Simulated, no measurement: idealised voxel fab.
process module | voxel trench capacitor
Shown is cross-section cut, with a width of 140 nm and square cells of size 5 nm.
When this document writes out a cross-section, it uses a grid of square cells and lists it as bands, beginning at the top and moving down, with a band standing for one or more rows of cells.
The entry gives the band's vertical extent as a top height and a bottom height in nm, then its horizontal make-up as materials from left to right, each with a width in nm. "empty" stands for empty space; a single material marked "full width" fills the band edge to edge.
Heads up on the height convention: 0 is the point under which the incoming wafer is all one material, and the lowest band has no bottom, it just keeps going down, like "top 0, no bottom".
The notation "30->40" denotes a width that varies across the rows of cells in the band, beginning at the first number in the top row, finishing at the second number in the bottom row, and changing by an identical amount from each row to the next.
It should be understood that the words "no change occurred", when stated for a given step, signify that the cross-section underwent no change in any of its cells during that step.
Entry "Enclosed void inventory" = empty spaces >= 8 cells with no open way to the top; each as width x height at distance, distance from left edge, all nm.
Heads up: the bit after the settings on a step's line is the simulator's remark on that step.
"overlay nm" on a masked step: distance the mask lay right of its planned place, negative for left.
### Steps planned for the process
| 1 | RECEIVE [material Si] |
| 2 | CONFORMAL_DEP [material SiN] [thk nm 10] |
| 3 | DIRECTIONAL_DEP [material aC] [thk nm 10] |
| 4 | PATTERN [tone open] [mask id TRENCH] [material resist] [width nm 15] [pitch nm 35] [thk nm 25] [overlay nm 0] |
| 5 | DIRECTIONAL_ETCH [etch materials aC] [depth nm 10] |
| 6 | STRIP [etch materials resist] |
| 7 | DIRECTIONAL_ETCH [etch materials SiN] [depth nm 10] |
| 8 | DIRECTIONAL_ETCH [etch materials Si] [depth nm 25] |
| 9 | STRIP [etch materials aC] |
| 10 | CONFORMAL_DEP [material SiO2] [thk nm 5] |
| 11 | FILL_DEP [material polySi] [thk nm 10] |
| 12 | CMP [height nm 10] |
### First of the two wafers, run per plan
### Wafer cross-section on receipt, i.e. after step 1
  top 0, no bottom = Si full width
  Enclosed void inventory: none
### after step 2
  top 10, bottom 0 = SiN full width
  Note: structure below 0 unchanged.
### after step 3
  top 20, bottom 10 = aC full width
  Note: structure below 10 unchanged.
### after step 4
  top 45, bottom 20 = resist 25 nm, then empty 15 nm, then resist 20 nm, then empty 15 nm, then resist 20 nm, then empty 15 nm, then resist 30 nm
  Note: structure below 20 unchanged.
### after step 5
  top 35, bottom 20 = resist 25 nm, then empty 15 nm, then resist 20 nm, then empty 15 nm, then resist 20 nm, then empty 15 nm, then resist 30 nm
  top 20, bottom 10 = aC 25 nm, then empty 15 nm, then aC 20 nm, then empty 15 nm, then aC 20 nm, then empty 15 nm, then aC 30 nm
  Note: structure below 10 unchanged.
### after step 6
  top 20, bottom 10 = aC 25 nm, then empty 15 nm, then aC 20 nm, then empty 15 nm, then aC 20 nm, then empty 15 nm, then aC 30 nm
  Note: structure below 10 unchanged.
### after step 7
  top 20, bottom 10 = aC 25 nm, then empty 15 nm, then aC 20 nm, then empty 15 nm, then aC 20 nm, then empty 15 nm, then aC 30 nm
  top 10, bottom 0 = SiN 25 nm, then empty 15 nm, then SiN 20 nm, then empty 15 nm, then SiN 20 nm, then empty 15 nm, then SiN 30 nm
  Note: structure below 0 unchanged.
### after step 8
  top 20, bottom 10 = aC 25 nm, then empty 15 nm, then aC 20 nm, then empty 15 nm, then aC 20 nm, then empty 15 nm, then aC 30 nm
  top 10, bottom 0 = SiN 25 nm, then empty 15 nm, then SiN 20 nm, then empty 15 nm, then SiN 20 nm, then empty 15 nm, then SiN 30 nm
  top 0, bottom -25 = Si 25 nm, then empty 15 nm, then Si 20 nm, then empty 15 nm, then Si 20 nm, then empty 15 nm, then Si 30 nm
  Note: structure below -25 unchanged.
### after step 9
  top 10, bottom 0 = SiN 25 nm, then empty 15 nm, then SiN 20 nm, then empty 15 nm, then SiN 20 nm, then empty 15 nm, then SiN 30 nm
  Note: structure below 0 unchanged.
### after step 10
  top 15, bottom 10 = SiO2 30 nm, then empty 5 nm, then SiO2 30 nm, then empty 5 nm, then SiO2 30 nm, then empty 5 nm, then SiO2 35 nm
  top 10, bottom 0 = SiN 25 nm, then SiO2 5 nm, then empty 5 nm, then SiO2 5 nm, then SiN 20 nm, then SiO2 5 nm, then empty 5 nm, then SiO2 5 nm, then SiN 20 nm, then SiO2 5 nm, then empty 5 nm, then SiO2 5 nm, then SiN 30 nm
  top 0, bottom -20 = Si 25 nm, then SiO2 5 nm, then empty 5 nm, then SiO2 5 nm, then Si 20 nm, then SiO2 5 nm, then empty 5 nm, then SiO2 5 nm, then Si 20 nm, then SiO2 5 nm, then empty 5 nm, then SiO2 5 nm, then Si 30 nm
  top -20, bottom -25 = Si 25 nm, then SiO2 15 nm, then Si 20 nm, then SiO2 15 nm, then Si 20 nm, then SiO2 15 nm, then Si 30 nm
  Note: structure below -25 unchanged.
### after step 11
  top 25, bottom 15 = polySi full width
  top 15, bottom 10 = SiO2 30 nm, then polySi 5 nm, then SiO2 30 nm, then polySi 5 nm, then SiO2 30 nm, then polySi 5 nm, then SiO2 35 nm
  top 10, bottom 0 = SiN 25 nm, then SiO2 5 nm, then polySi 5 nm, then SiO2 5 nm, then SiN 20 nm, then SiO2 5 nm, then polySi 5 nm, then SiO2 5 nm, then SiN 20 nm, then SiO2 5 nm, then polySi 5 nm, then SiO2 5 nm, then SiN 30 nm
  top 0, bottom -20 = Si 25 nm, then SiO2 5 nm, then polySi 5 nm, then SiO2 5 nm, then Si 20 nm, then SiO2 5 nm, then polySi 5 nm, then SiO2 5 nm, then Si 20 nm, then SiO2 5 nm, then polySi 5 nm, then SiO2 5 nm, then Si 30 nm
  Note: structure below -20 unchanged.
### after step 12
  top 10, bottom 0 = SiN 25 nm, then SiO2 5 nm, then polySi 5 nm, then SiO2 5 nm, then SiN 20 nm, then SiO2 5 nm, then polySi 5 nm, then SiO2 5 nm, then SiN 20 nm, then SiO2 5 nm, then polySi 5 nm, then SiO2 5 nm, then SiN 30 nm
  Note: structure below 0 unchanged.
### second wafer: like start, like plan, one mistake. Through step 9 it matches the first wafer
### The second wafer cut through, at the time step 10 was supposed to be finished
  top 15, bottom 0 = SiN 30 nm, then empty 5 nm, then SiN 30 nm, then empty 5 nm, then SiN 30 nm, then empty 5 nm, then SiN 35 nm
  top 0, bottom -20 = Si 25 nm, then SiN 5 nm, then empty 5 nm, then SiN 5 nm, then Si 20 nm, then SiN 5 nm, then empty 5 nm, then SiN 5 nm, then Si 20 nm, then SiN 5 nm, then empty 5 nm, then SiN 5 nm, then Si 30 nm
  top -20, bottom -25 = Si 25 nm, then SiN 15 nm, then Si 20 nm, then SiN 15 nm, then Si 20 nm, then SiN 15 nm, then Si 30 nm
  Note: structure below -25 unchanged.
### The second wafer cut through, at the time step 11 was supposed to be finished
  top 25, bottom 15 = polySi full width
  top 15, bottom 0 = SiN 30 nm, then polySi 5 nm, then SiN 30 nm, then polySi 5 nm, then SiN 30 nm, then polySi 5 nm, then SiN 35 nm
  top 0, bottom -20 = Si 25 nm, then SiN 5 nm, then polySi 5 nm, then SiN 5 nm, then Si 20 nm, then SiN 5 nm, then polySi 5 nm, then SiN 5 nm, then Si 20 nm, then SiN 5 nm, then polySi 5 nm, then SiN 5 nm, then Si 30 nm
  Note: structure below -20 unchanged.
### The second wafer cut through, at the time step 12 was supposed to be finished
  top 10, bottom 0 = SiN 30 nm, then polySi 5 nm, then SiN 30 nm, then polySi 5 nm, then SiN 30 nm, then polySi 5 nm, then SiN 35 nm
  Note: structure below 0 unchanged.
Deviation from plan: step 10 ran as: CONFORMAL_DEP [material SiN] [thk nm 5]
Upon completion, the second wafer contains, in terms of cells, a greater or smaller amount of certain materials than the first wafer: SiN +45; SiO2 -45
